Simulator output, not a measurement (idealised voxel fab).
process module | voxel gate over fins
cross-section cut | 255 nm wide | cells 5 nm
A cross-section is a grid of square cells, given in bands from the top down. A band is one or more rows of cells.
Each band's line starts with the height of the band's top and of its bottom, in nm. Then come its materials from left to right, each with its width in nm. One material with "throughout" fills the band from edge to edge. "air" is empty space.
Height 0 is the level under which the wafer as received is all one material. The lowest band goes on downwards, as in "0 down".
A width such as "30 to 40" changes by the same amount from each row of cells to the next, from the band's top row to its bottom row.
"no change" after a step means that no cell of the cross-section changed.
closed voids: empty space of 8 cells or more with no open way to the top, each as width x height at its distance from the left edge, in nm
after a step's settings: what the simulator itself notes on the step
overlay nm, on a step with a mask: how far to the right of its planned place the mask lay; to the left if negative
plan
1 op RECEIVE | material Si
2 op CONFORMAL_DEP | material SiN | thk nm 5
3 op DIRECTIONAL_DEP | material aC | thk nm 15
4 op PATTERN | tone cover | mask id FINS | material resist | width nm 15 | pitch nm 35 | thk nm 35 | overlay nm 0
5 op DIRECTIONAL_ETCH | etch materials aC | depth nm 15
6 op STRIP | etch materials resist
7 op DIRECTIONAL_ETCH | etch materials SiN | depth nm 5
8 op DIRECTIONAL_ETCH | etch materials Si | depth nm 30
9 op STRIP | etch materials aC
10 op FILL_DEP | material SiO2 | thk nm 15
11 op CMP | height nm 5
12 op SELECTIVE_ETCH | etch materials SiO2 | depth nm 15
13 op STRIP | etch materials SiN
14 op CONFORMAL_DEP | material HfO2 | thk nm 5
15 op CONFORMAL_DEP | material TiN | thk nm 5
16 op CONFORMAL_DEP | material TiAl | thk nm 5
17 op CONFORMAL_DEP | material TiN | thk nm 5
18 op FILL_DEP | material W | thk nm 15
19 op CMP | height nm 30
20 op CONFORMAL_DEP | material SiN | thk nm 10
as received, after step 1
  0 down: Si throughout
  closed voids: none
first wafer at the end, as planned
  40 to 30: SiN throughout
  30 to 20: W throughout
  20 to 15: W 45 | TiN 160 | W 50
  15 to 10: W 45 | TiN 5 | TiAl 150 | TiN 5 | W 50
  10 to 5: TiN 50 | TiAl 5 | TiN 140 | TiAl 5 | TiN 55
  5 to 0: TiAl 55 | TiN 5 | HfO2 25 | TiN 10 | HfO2 25 | TiN 10 | HfO2 25 | TiN 10 | HfO2 25 | TiN 5 | TiAl 60
  0 to -5: TiN 60 | HfO2 5 | Si 15 | HfO2 5 | TiN 10 | HfO2 5 | Si 15 | HfO2 5 | TiN 10 | HfO2 5 | Si 15 | HfO2 5 | TiN 10 | HfO2 5 | Si 15 | HfO2 5 | TiN 65
  -5 to -10: HfO2 65 | Si 15 | HfO2 20 | Si 15 | HfO2 20 | Si 15 | HfO2 20 | Si 15 | HfO2 70
  -10 to -30: SiO2 65 | Si 15 | SiO2 20 | Si 15 | SiO2 20 | Si 15 | SiO2 20 | Si 15 | SiO2 70
  -30 down: Si throughout
  closed voids: none
second wafer at the end: like start, like plan, one mistake
  40 to 30: SiN throughout
  30 to 20: W throughout
  20 to 15: W 45 | TiN 160 | W 50
  15 to 10: W 45 | TiN 5 | TiAl 150 | TiN 5 | W 50
  10 to 5: TiN 50 | TiAl 5 | HfO2 140 | TiAl 5 | TiN 55
  5 to 0: TiAl 55 | HfO2 5 | TiN 25 | HfO2 10 | TiN 25 | HfO2 10 | TiN 25 | HfO2 10 | TiN 25 | HfO2 5 | TiAl 60
  0 to -5: HfO2 60 | TiN 5 | Si 15 | TiN 5 | HfO2 10 | TiN 5 | Si 15 | TiN 5 | HfO2 10 | TiN 5 | Si 15 | TiN 5 | HfO2 10 | TiN 5 | Si 15 | TiN 5 | HfO2 65
  -5 to -10: TiN 65 | Si 15 | TiN 20 | Si 15 | TiN 20 | Si 15 | TiN 20 | Si 15 | TiN 70
  -10 to -30: SiO2 65 | Si 15 | SiO2 20 | Si 15 | SiO2 20 | Si 15 | SiO2 20 | Si 15 | SiO2 70
  -30 down: Si throughout
  closed voids: none
what went wrong: steps 14 and 15 were swapped
at the end the second wafer has, in cells: as many of each material as the first, in other places
